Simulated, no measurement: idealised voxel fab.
The process module that follows is named voxel ribs on slabs.
For reference, the cross-section in this document is cut, with width 145 nm and square cells of 5 nm.
Each cross-section below is a grid of square cells, stated as bands in top-down order, with one or more rows of cells making up each band.
First you get the band's top height and its bottom height, in nm, and then the materials it's made of, left to right, with each width in nm. If you see a single material with "everywhere", that one covers the band edge to edge. "empty" is empty space.
Heads up on the height convention: 0 is the point under which the incoming wafer is all one material, and the lowest band has no bottom, it just keeps going down, like "0..down".
A width such as "30 to 40" changes by the same amount from each row of cells to the next, from the band's top row to its bottom row.
Where the words "remained unchanged" appear for a step, the cross-section shows no cell changed by that step; every cell remained as before.
The entry "Voids, sealed" lists the empty spaces that cover at least 8 cells and have no open path to the top. Each is written as width x height at distance, where the distance is measured from the left edge and all three values are in nm.
Formally, on a step line, whatever follows the settings is a remark that the simulator itself makes on the step.
On any step carrying a mask, the "overlay nm" setting, if present on the step's line, tells how far right of its planned place the mask lay; negative values point to the left.

Below is the list of planned process steps:
1,RECEIVE | material Si
2,DIRECTIONAL_DEP | material SiO2 | thk nm 25
3,DIRECTIONAL_DEP | material polySi | thk nm 15
4,DIRECTIONAL_DEP | material aC | thk nm 15
5,PATTERN | tone cover | mask id RIB | material resist | width nm 25 | thk nm 35 | overlay nm 0
6,DIRECTIONAL_ETCH | etch materials aC | depth nm 15
7,STRIP | etch materials resist
8,DIRECTIONAL_ETCH | etch materials polySi | depth nm 10
9,STRIP | etch materials aC
10,DIRECTIONAL_DEP | material aC | thk nm 10
11,PATTERN | tone cover | mask id SLAB | material resist | width nm 85 | thk nm 25 | overlay nm 0
12,DIRECTIONAL_ETCH | etch materials aC | depth nm 10
13,STRIP | etch materials resist
14,DIRECTIONAL_ETCH | etch materials polySi | depth nm 5
15,STRIP | etch materials aC
16,FILL_DEP | material SiO2 | thk nm 20
17,CMP | height nm 50
18,DIRECTIONAL_DEP | material W | thk nm 10
19,PATTERN | tone cover | mask id HEATER | material resist | width nm 35 | thk nm 15 | overlay nm 0
20,DIRECTIONAL_ETCH | etch materials W | depth nm 10
21,STRIP | etch materials resist
22,CONFORMAL_DEP | material SiN | thk nm 10

Wafer as received: cross-section following step 1:
* 0..down  Si everywhere
* Voids, sealed: none

Looking at the first of two wafers in cross-section at end of module - ran to plan:
* 70..60  empty (45)  SiN (55)  empty (45)
* 60..50  SiN (55)  W (35)  SiN (55)
* 50..40  SiO2 everywhere
* 40..30  SiO2 (60)  polySi (25)  SiO2 (60)
* 30..25  SiO2 (30)  polySi (85)  SiO2 (30)
* 25..0  SiO2 everywhere
* 0..down  Si everywhere
* Voids, sealed: none

Second of two wafers, module complete, sectioned: it shares the first wafer's start and plan but was run with one mistake:
* 70..60  empty (45)  SiN (55)  empty (45)
* 60..50  SiN (55)  W (35)  SiN (55)
* 50..40  SiO2 (60 to 30)  polySi (25 to 85)  SiO2 (60 to 30)
* 40..25  polySi everywhere
* 25..0  SiO2 everywhere
* 0..down  Si everywhere
* Voids, sealed: none
Heads up, the wafer didn't run the way we planned it: step 3 was run twice
End check, counted in cells, second wafer has more or fewer of these materials than the first: SiO2: 82 fewer, polySi: 82 more
